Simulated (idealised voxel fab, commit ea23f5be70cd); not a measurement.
process module | voxel self aligned vias
cross-section cut | 235 nm wide | cells 5 nm
A cross-section is a grid of square cells, given in bands from the top down. A band is one or more rows of cells.
Each band's line starts with the height of the band's top and of its bottom, in nm. Then come its materials from left to right, each with its width in nm. One material with "throughout" fills the band from edge to edge. "air" is empty space.
Height 0 is the level under which the wafer as received is all one material. The lowest band goes on downwards, as in "0 down".
A width such as "30 to 40" changes by the same amount from each row of cells to the next, from the band's top row to its bottom row.
"no change" after a step means that no cell of the cross-section changed.
closed voids: empty space of 8 cells or more with no open way to the top, each as width x height at its distance from the left edge, in nm
after a step's settings: what the simulator itself notes on the step
overlay nm, on a step with a mask: how far to the right of its planned place the mask lay; to the left if negative
plan
1 op RECEIVE | material Si
2 op CONFORMAL_DEP | material SiO2 | thk nm 10
3 op CONFORMAL_DEP | material SiCN | thk nm 5
4 op DIRECTIONAL_DEP | material SiO2 | thk nm 20
5 op PATTERN | tone open | mask id LINES | material resist | width nm 20 | pitch nm 60 | thk nm 20 | overlay nm 0
6 op DIRECTIONAL_ETCH | etch materials SiO2 | depth nm 20
7 op STRIP | etch materials resist
8 op CONFORMAL_DEP | material TiN | thk nm 5
9 op FILL_DEP | material Ru | thk nm 5
10 op CMP | height nm 35
11 op SELECTIVE_ETCH | etch materials W Ru TiN | depth nm 10
12 op FILL_DEP | material SiN | thk nm 5
13 op CMP | height nm 35
14 op DIRECTIONAL_DEP | material SiO2 | thk nm 20
15 op DIRECTIONAL_DEP | material aC | thk nm 15
16 op PATTERN | tone open | mask id VIAS | material resist | width nm 30 | thk nm 35 | overlay nm 0
17 op DIRECTIONAL_ETCH | etch materials aC | depth nm 15
18 op STRIP | etch materials resist
19 op DIRECTIONAL_ETCH | etch materials SiO2 | depth nm 20
20 op DIRECTIONAL_ETCH | etch materials SiN | depth nm 10
21 op STRIP | etch materials aC
22 op CONFORMAL_DEP | material TiN | thk nm 5
23 op FILL_DEP | material Ru | thk nm 5
24 op CMP | height nm 55
25 op CONFORMAL_DEP | material SiN | thk nm 5
as received, after step 1
  0 down: Si throughout
  closed voids: none
first wafer at the end, as planned
  60 to 55: SiN throughout
  55 to 40: SiO2 70 | TiN 5 | Ru 20 | TiN 5 | SiO2 135
  40 to 35: SiO2 70 | TiN 10 | Ru 10 | TiN 10 | SiO2 135
  35 to 30: SiO2 75 | TiN 5 | Ru 10 | TiN 5 | SiO2 40 | SiN 20 | SiO2 80
  30 to 25: SiO2 75 | TiN 20 | SiO2 40 | SiN 20 | SiO2 80
  25 to 20: SiO2 75 | TiN 5 | Ru 10 | TiN 5 | SiO2 40 | TiN 5 | Ru 10 | TiN 5 | SiO2 80
  20 to 15: SiO2 75 | TiN 20 | SiO2 40 | TiN 20 | SiO2 80
  15 to 10: SiCN throughout
  10 to 0: SiO2 throughout
  0 down: Si throughout
  closed voids: none
second wafer at the end: like start, like plan, one mistake
  60 to 55: SiN throughout
  55 to 40: SiO2 70 | TiN 5 | Ru 20 | TiN 5 | SiO2 135
  40 to 35: SiO2 70 | TiN 10 | Ru 10 | TiN 10 | SiO2 135
  35 to 30: SiO2 75 | TiN 5 | Ru 10 | TiN 5 | SiO2 40 | SiN 20 | SiO2 80
  30 to 25: SiO2 75 | TiN 20 | SiO2 40 | SiN 20 | SiO2 80
  25 to 20: SiO2 75 | TiN 5 | Ru 10 | TiN 5 | SiO2 40 | TiN 5 | Ru 10 | TiN 5 | SiO2 80
  20 to 15: SiO2 75 | TiN 20 | SiO2 40 | TiN 20 | SiO2 80
  15 to 5: SiO2 throughout
  5 to 0: SiCN throughout
  0 down: Si throughout
  closed voids: none
what went wrong: steps 2 and 3 were swapped
at the end the second wafer has, in cells: as many of each material as the first, in other places
